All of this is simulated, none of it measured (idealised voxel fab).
process module | voxel quadruple lines
cross-section cut | 205 nm wide | cells 5 nm
A cross-section is a grid of square cells, given in bands from the top down. A band is one or more rows of cells.
Each band's line starts with the height of the band's top and of its bottom, in nm. Then come its materials from left to right, each with its width in nm. One material with "throughout" fills the band from edge to edge. "air" is empty space.
Height 0 is the level under which the wafer as received is all one material. The lowest band goes on downwards, as in "0 down".
A width such as "30 to 40" changes by the same amount from each row of cells to the next, from the band's top row to its bottom row.
"no change" after a step means that no cell of the cross-section changed.
closed voids: empty space of 8 cells or more with no open way to the top, each as width x height at its distance from the left edge, in nm
after a step's settings: what the simulator itself notes on the step
overlay nm, on a step with a mask: how far to the right of its planned place the mask lay; to the left if negative
plan
1 op RECEIVE | material Si
2 op CONFORMAL_DEP | material Al2O3 | thk nm 5
3 op DIRECTIONAL_DEP | material W | thk nm 10
4 op DIRECTIONAL_DEP | material polySi | thk nm 20
5 op DIRECTIONAL_DEP | material aC | thk nm 20
6 op PATTERN | tone cover | mask id MANDREL | material resist | width nm 25 | thk nm 30 | overlay nm 0
7 op DIRECTIONAL_ETCH | etch materials aC | depth nm 20
8 op STRIP | etch materials resist
9 op CONFORMAL_DEP | material SiO2 | thk nm 15
10 op DIRECTIONAL_ETCH | etch materials SiO2 | depth nm 15
11 op STRIP | etch materials aC
12 op DIRECTIONAL_ETCH | etch materials polySi | depth nm 20
13 op STRIP | etch materials SiO2
14 op CONFORMAL_DEP | material SiN | thk nm 5
15 op DIRECTIONAL_ETCH | etch materials SiN | depth nm 5
16 op STRIP | etch materials polySi
17 op DIRECTIONAL_ETCH | etch materials W | depth nm 10
18 op STRIP | etch materials SiN
as received, after step 1
  0 down: Si throughout
  closed voids: none
first wafer at the end, as planned
  15 to 5: air 70 | W 5 | air 15 | W 5 | air 15 | W 5 | air 15 | W 5 | air 70
  5 to 0: Al2O3 throughout
  0 down: Si throughout
  closed voids: none
second wafer at the end: like start, like plan, one mistake
  15 to 5: air 70 | W 5 | air 15 | W 5 | air 15 | W 5 | air 15 | W 5 | air 70
  5 to 0: aC throughout
  0 down: Si throughout
  closed voids: none
what went wrong: step 2 ran as: op CONFORMAL_DEP | material aC | thk nm 5
at the end the second wafer has, in cells: 41 fewer of Al2O3 | 41 more of aC
